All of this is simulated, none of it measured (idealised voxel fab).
Process module in this document: voxel lift off
For reference, the cross-section in this document is cut, with width 295 nm and square cells of 5 nm.
We lay out every cross-section as a grid of square cells and spell it out in bands from the top down, where one band means one or more rows of cells. It is stipulated that each band's entry specify, in nanometres, the height of the top of the band and then that of its bottom, followed by the materials of the band in left-to-right sequence, each together with its width in nanometres. A single material marked by the word "everywhere" is understood to fill the band from edge to edge; the word "blank" is understood to denote empty space. Height reference: 0 = level under which incoming wafer is all one material. Lowest band: no bottom, runs on downward, e.g. "0..down". A width given as "30..40" starts at the first number in the band's top row and ends at the second number in its bottom row, shifting by an equal amount at every step from row to row. "nothing changed" for a step: no cell of the cross-section changed in that step. "Fully sealed cavities" contains a list of empty spaces, each no smaller than 8 cells and without an open way to the top, written in the form width x height at distance with the distance from the left edge and all three in nm. On each step's line, the part that comes after the settings is the simulator's own comment on the step. "overlay nm" answers the question of how far to the right of plan the mask lay on a step that has a mask, and when it is negative the answer is to the left.

**The steps planned for the process are as follows**
1: RECEIVE (material Si)
2: CONFORMAL_DEP (material Al2O3; thk nm 5)
3: PATTERN (tone open; mask id LINES; material resist; width nm 30; pitch nm 50; thk nm 30; overlay nm -15)
4: DIRECTIONAL_DEP (material Ru; thk nm 15)
5: STRIP (etch materials resist)
6: CONFORMAL_DEP (material SiCN; thk nm 5)
varied across the wafers: overlay nm of step 3. The plan shows the first wafer's value. All wafers start alike

**Cross-section of the first of several wafers as received (after step 1)**
  0..down = Si everywhere
  Fully sealed cavities: none

**Here is how to read the rows: every wafer has a row, and it shows the wafer at the end of the module, giving for each material how many cells were gained (+) or lost (-) since the wafer was received, then listing its closed voids**
overlay nm -15 | +59 Al2O3 | +36 Ru | +71 SiCN | Fully sealed cavities: none
overlay nm -10 | +59 Al2O3 | +36 Ru | +71 SiCN | Fully sealed cavities: none
overlay nm -5 | +59 Al2O3 | +36 Ru | +71 SiCN | Fully sealed cavities: none
overlay nm 0 | +59 Al2O3 | +36 Ru | +71 SiCN | Fully sealed cavities: none
overlay nm 5 | +59 Al2O3 | +36 Ru | +71 SiCN | Fully sealed cavities: none
overlay nm 10 | +59 Al2O3 | +36 Ru | +71 SiCN | Fully sealed cavities: none
overlay nm 15 | +59 Al2O3 | +36 Ru | +71 SiCN | Fully sealed cavities: none
